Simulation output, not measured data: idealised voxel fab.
Process module name: voxel lift off
Square cells of 5 nm make up the cross-section cut, whose width is 170 nm.
We lay out every cross-section as a grid of square cells and spell it out in bands from the top down, where one band means one or more rows of cells. Band: top height; bottom height; in nm. Then, left to right: material with width in nm, for each material. "everywhere": a single material spanning edge to edge. "empty": empty space. For the purposes of this specification, 0 denotes the height below which the wafer in its as-received condition is composed wholly of one material, and the lowermost band, lacking a lower limit, extends downward without end, as expressed in "0 -> down". Per-row width for "30..40": begins at first number (top row of band), ends at second number (bottom row), increment between rows held constant. Reading "no modifications" for a step: not a cell of the cross-section changed in it. Heads up: "Fully sealed cavities" only lists the empty pockets with no open path to the top that are 8 cells or more, and it writes them as width x height at distance, distance from the left edge, in nm. Anything after a step's settings on that line? It's the simulator's own note about the step. The line of a step may include "overlay nm". On a step with a mask, this value is how far to the right of its planned place the mask lay. A negative value means the mask lay to the left.
### Planned process steps
1,op RECEIVE | material Si
2,op CONFORMAL_DEP | material SiN | thk nm 5
3,op PATTERN | tone open | mask id LINES | material resist | width nm 20 | pitch nm 50 | thk nm 25 | overlay nm 0
4,op DIRECTIONAL_DEP | material Ru | thk nm 10
5,op STRIP | etch materials resist
6,op CONFORMAL_DEP | material SiCN | thk nm 5
### Wafer as received: cross-section following step 1
	0 -> down = Si everywhere
	Fully sealed cavities: none
### Run as planned - first of the two wafers cross-sectioned at the end of the module
	20 -> 15 = 45 of empty / 30 of SiCN / 20 of empty / 30 of SiCN / 45 of empty
	15 -> 10 = 45 of empty / 5 of SiCN / 20 of Ru / 5 of SiCN / 20 of empty / 5 of SiCN / 20 of Ru / 5 of SiCN / 45 of empty
	10 -> 5 = 50 of SiCN / 20 of Ru / 30 of SiCN / 20 of Ru / 50 of SiCN
	5 -> 0 = SiN everywhere
	0 -> down = Si everywhere
	Fully sealed cavities: none
### Cross-section, second wafer: same start as the first, same plan as the first, one mistake in running it; taken at the end of the module
	20 -> 15 = 45 of empty / 30 of SiCN / 20 of empty / 30 of SiCN / 45 of empty
	15 -> 10 = 45 of empty / 5 of SiCN / 20 of Ru / 5 of SiCN / 20 of empty / 5 of SiCN / 20 of Ru / 5 of SiCN / 45 of empty
	10 -> 5 = 50 of SiCN / 20 of Ru / 30 of SiCN / 20 of Ru / 50 of SiCN
	5 -> 0 = Ru everywhere
	0 -> down = Si everywhere
	Fully sealed cavities: none
Here's what went sideways: in deviation from the planned setting, step 2 was conducted as op CONFORMAL_DEP | material Ru | thk nm 5
Wafer comparison, final, in cells, second relative to first, materials more or fewer: 34 more of Ru | 34 fewer of SiN
